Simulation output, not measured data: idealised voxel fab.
The following process module bears the name voxel self aligned contacts.
Each square cell in cross-section cut measures 5 nm, and the section as a whole is 260 nm wide.
In what follows, cross-sections appear as grids of square cells, described through bands that run from the top down, where every band is one or more rows of cells. What a band's entry tells you: where the top is and where the bottom is, as heights in nm, and after that what lies inside, material by material from left to right, each with its width in nm. Empty space is written as the word "blank", and a single material marked with the word "all across" occupies the band from edge to edge. Below 0: as-received wafer, all one material; heights counted from there. Lowest band: no bottom, goes on down, written "z 0 and below". A width given as "30 to 40" starts at the first number in the band's top row and ends at the second number in its bottom row, shifting by an equal amount at every step from row to row. "same as before", as given for a step, is the statement that not any cell of the cross-section underwent a change during that step. What "Enclosed cavity list" gives you is every empty space of 8 cells or more that is cut off from the top. Each appears as width x height at distance, with the distance taken from the left edge and width, height and distance all in nm. Heads up: the bit after the settings on a step's line is the simulator's remark on that step. A step's line can hold "overlay nm"; with a mask on that step, the setting says how far right of the planned place the mask lay, while a negative setting says it lay to the left.
## Set out below are the planned steps of the process
| 1 | op RECEIVE | material Si |
| 2 | op OXIDIZE | depth nm 5 |
| 3 | op DIRECTIONAL_DEP | material polySi | thk nm 30 |
| 4 | op DIRECTIONAL_DEP | material SiN | thk nm 25 |
| 5 | op PATTERN | tone cover | mask id GATE | material resist | width nm 25 | pitch nm 70 | thk nm 15 | overlay nm 0 |
| 6 | op DIRECTIONAL_ETCH | etch materials SiN | depth nm 25 |
| 7 | op DIRECTIONAL_ETCH | etch materials polySi | depth nm 30 |
| 8 | op STRIP | etch materials resist |
| 9 | op CONFORMAL_DEP | material SiN | thk nm 10 |
| 10 | op DIRECTIONAL_ETCH | etch materials SiN | depth nm 10 |
| 11 | op FILL_DEP | material SiO2 | thk nm 15 |
| 12 | op CMP | height nm 65 |
| 13 | op MASKED_ETCH | tone open | mask id CONTACT | width nm 55 | pitch nm 70 | etch materials SiO2 | depth nm 70 | overlay nm 0 |
| 14 | op CONFORMAL_DEP | material TiN | thk nm 5 |
| 15 | op FILL_DEP | material W | thk nm 10 |
| 16 | op CMP | height nm 65 |
| 17 | op CONFORMAL_DEP | material SiN | thk nm 5 |
## Step 1 complete: cross-section of the wafer as received
* z 0 and below: Si all across
* Enclosed cavity list: none
## First wafer of two, sectioned at end of module; run went per plan
* z 70 to 65: SiN all across
* z 65 to 55: 65 of SiO2 | 5 to 20 of TiN | 45 to 15 of W | 5 to 20 of TiN | 15 of SiO2 | 5 to 20 of TiN | 45 to 15 of W | 5 to 20 of TiN | 70 of SiO2
* z 55 to 30: 35 of SiO2 | 45 of SiN | 5 of TiN | 15 of W | 5 of TiN | 45 of SiN | 5 of TiN | 15 of W | 5 of TiN | 45 of SiN | 40 of SiO2
* z 30 to 0: 35 of SiO2 | 10 of SiN | 25 of polySi | 10 of SiN | 5 of TiN | 15 of W | 5 of TiN | 10 of SiN | 25 of polySi | 10 of SiN | 5 of TiN | 15 of W | 5 of TiN | 10 of SiN | 25 of polySi | 10 of SiN | 40 of SiO2
* z 0 to -5: 80 of SiO2 | 25 of TiN | 45 of SiO2 | 25 of TiN | 85 of SiO2
* z -5 and below: Si all across
* Enclosed cavity list: none
## Second of two wafers, module complete, sectioned: it shares the first wafer's start and plan but was run with one mistake
* z 70 to 65: SiN all across
* z 65 to 55: 65 of SiO2 | 5 to 25 of TiN | 45 to 5 of W | 5 to 25 of TiN | 15 of SiO2 | 5 to 25 of TiN | 45 to 5 of W | 5 to 25 of TiN | 70 of SiO2
* z 55 to 30: 30 of SiO2 | 55 of SiN | 5 of TiN | 5 of W | 5 of TiN | 55 of SiN | 5 of TiN | 5 of W | 5 of TiN | 55 of SiN | 35 of SiO2
* z 30 to 0: 30 of SiO2 | 10 of SiN | 35 of polySi | 10 of SiN | 5 of TiN | 5 of W | 5 of TiN | 10 of SiN | 35 of polySi | 10 of SiN | 5 of TiN | 5 of W | 5 of TiN | 10 of SiN | 35 of polySi | 10 of SiN | 35 of SiO2
* z 0 to -5: 85 of SiO2 | 15 of TiN | 55 of SiO2 | 15 of TiN | 90 of SiO2
* z -5 and below: Si all across
* Enclosed cavity list: none
Finding, execution versus plan: rather than as planned, step 5 actually ran as op PATTERN | tone cover | mask id GATE | material resist | width nm 35 | pitch nm 70 | thk nm 15 | overlay nm 0
It is noted that, at the conclusion of processing, the second wafer exhibits a higher or lower cell count for certain materials relative to the first: 30 more of SiN; 18 fewer of SiO2; 48 fewer of W; 36 more of polySi
